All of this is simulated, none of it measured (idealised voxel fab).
Process module in this document: voxel gate over fins
Shown is cross-section cut, with a width of 140 nm and square cells of size 5 nm.
Each cross-section below is a grid of square cells, stated as bands in top-down order, with one or more rows of cells making up each band.
It is stipulated that each band's entry specify, in nanometres, the height of the top of the band and then that of its bottom, followed by the materials of the band in left-to-right sequence, each together with its width in nanometres. A single material marked by the word "edge to edge" is understood to fill the band from edge to edge; the word "blank" is understood to denote empty space.
Ref level 0: as-received wafer is one material below here. Bottom band extends down with no lower bound ("0 and below").
A width given as "30->40" starts at the first number in the band's top row and ends at the second number in its bottom row, shifting by an equal amount at every step from row to row.
"no modifications", as given for a step, is the statement that not any cell of the cross-section underwent a change during that step.
"Closed voids list": empty spaces of 8 cells or more with no open way to the top, each given as width x height at distance, distance from the left edge, all in nm.
after a step's settings: what the simulator itself notes on the step
A step's line can hold "overlay nm"; with a mask on that step, the setting says how far right of the planned place the mask lay, while a negative setting says it lay to the left.

The process steps that were planned are listed below
| 1 | RECEIVE | material Si |
| 2 | CONFORMAL_DEP | material SiN | thk nm 5 |
| 3 | PATTERN | tone cover | mask id FINS | material resist | width nm 15 | pitch nm 45 | thk nm 15 | overlay nm 0 |
| 4 | DIRECTIONAL_ETCH | etch materials SiN | depth nm 5 |
| 5 | DIRECTIONAL_ETCH | etch materials Si | depth nm 30 |
| 6 | STRIP | etch materials resist |
| 7 | OXIDIZE | depth nm 5 |
| 8 | FILL_DEP | material SiO2 | thk nm 15 |
| 9 | CMP | height nm 5 |
| 10 | SELECTIVE_ETCH | etch materials SiO2 | depth nm 20 |
| 11 | STRIP | etch materials SiN |
| 12 | CONFORMAL_DEP | material HfO2 | thk nm 5 |
| 13 | CONFORMAL_DEP | material TiN | thk nm 5 |
| 14 | CONFORMAL_DEP | material TiAl | thk nm 5 |
| 15 | CONFORMAL_DEP | material TiN | thk nm 5 |
| 16 | FILL_DEP | material W | thk nm 15 |
| 17 | CMP | height nm 30 |
| 18 | CONFORMAL_DEP | material SiN | thk nm 5 |

As-received state of the wafer in cross-section, equivalent to post-step 1
- 0 and below  Si edge to edge
- Closed voids list: none

Cross-section taken at module completion on the first of two wafers; processed per the plan
- 35 down to 30  SiN edge to edge
- 30 down to 20  W edge to edge
- 20 down to 15  W 25 nm; TiN 90 nm; W 25 nm
- 15 down to 10  W 25 nm; TiN 5 nm; TiAl 35 nm; TiN 10 nm; TiAl 35 nm; TiN 5 nm; W 25 nm
- 10 down to 5  W 25 nm; TiN 5 nm; TiAl 5 nm; TiN 25 nm; TiAl 5 nm; TiN 10 nm; TiAl 5 nm; TiN 25 nm; TiAl 5 nm; TiN 5 nm; W 25 nm
- 5 down to 0  TiN 30 nm; TiAl 5 nm; TiN 5 nm; HfO2 15 nm; TiN 5 nm; TiAl 5 nm; TiN 10 nm; TiAl 5 nm; TiN 5 nm; HfO2 15 nm; TiN 5 nm; TiAl 5 nm; TiN 30 nm
- 0 down to -5  TiAl 35 nm; TiN 5 nm; HfO2 5 nm; Si 5 nm; HfO2 5 nm; TiN 5 nm; TiAl 20 nm; TiN 5 nm; HfO2 5 nm; Si 5 nm; HfO2 5 nm; TiN 5 nm; TiAl 35 nm
- -5 down to -10  TiN 40 nm; HfO2 5 nm; Si 5 nm; HfO2 5 nm; TiN 30 nm; HfO2 5 nm; Si 5 nm; HfO2 5 nm; TiN 40 nm
- -10 down to -15  HfO2 45 nm; Si 5 nm; HfO2 40 nm; Si 5 nm; HfO2 45 nm
- -15 down to -35  SiO2 45 nm; Si 5 nm; SiO2 40 nm; Si 5 nm; SiO2 45 nm
- -35 and below  Si edge to edge
- Closed voids list: none

Second of two wafers, module complete, sectioned: it shares the first wafer's start and plan but was run with one mistake
- 35 down to 30  SiN edge to edge
- 30 down to 20  W edge to edge
- 20 down to 15  W 20 nm; TiN 90 nm; W 30 nm
- 15 down to 10  W 20 nm; TiN 5 nm; TiAl 35 nm; TiN 10 nm; TiAl 35 nm; TiN 5 nm; W 30 nm
- 10 down to 5  W 20 nm; TiN 5 nm; TiAl 5 nm; TiN 25 nm; TiAl 5 nm; TiN 10 nm; TiAl 5 nm; TiN 25 nm; TiAl 5 nm; TiN 5 nm; W 30 nm
- 5 down to 0  TiN 25 nm; TiAl 5 nm; TiN 5 nm; HfO2 15 nm; TiN 5 nm; TiAl 5 nm; TiN 10 nm; TiAl 5 nm; TiN 5 nm; HfO2 15 nm; TiN 5 nm; TiAl 5 nm; TiN 35 nm
- 0 down to -5  TiAl 30 nm; TiN 5 nm; HfO2 5 nm; Si 5 nm; HfO2 5 nm; TiN 5 nm; TiAl 20 nm; TiN 5 nm; HfO2 5 nm; Si 5 nm; HfO2 5 nm; TiN 5 nm; TiAl 40 nm
- -5 down to -10  TiN 35 nm; HfO2 5 nm; Si 5 nm; HfO2 5 nm; TiN 30 nm; HfO2 5 nm; Si 5 nm; HfO2 5 nm; TiN 45 nm
- -10 down to -15  HfO2 40 nm; Si 5 nm; HfO2 40 nm; Si 5 nm; HfO2 50 nm
- -15 down to -35  SiO2 40 nm; Si 5 nm; SiO2 40 nm; Si 5 nm; SiO2 50 nm
- -35 and below  Si edge to edge
- Closed voids list: none
Where did the run depart from the plan? step 3 did not use the planned setting and instead ran as PATTERN | tone cover | mask id FINS | material resist | width nm 15 | pitch nm 45 | thk nm 15 | overlay nm -5
Matching per-material cell counts, mismatched positions: that is how the second wafer compares with the first at the end.
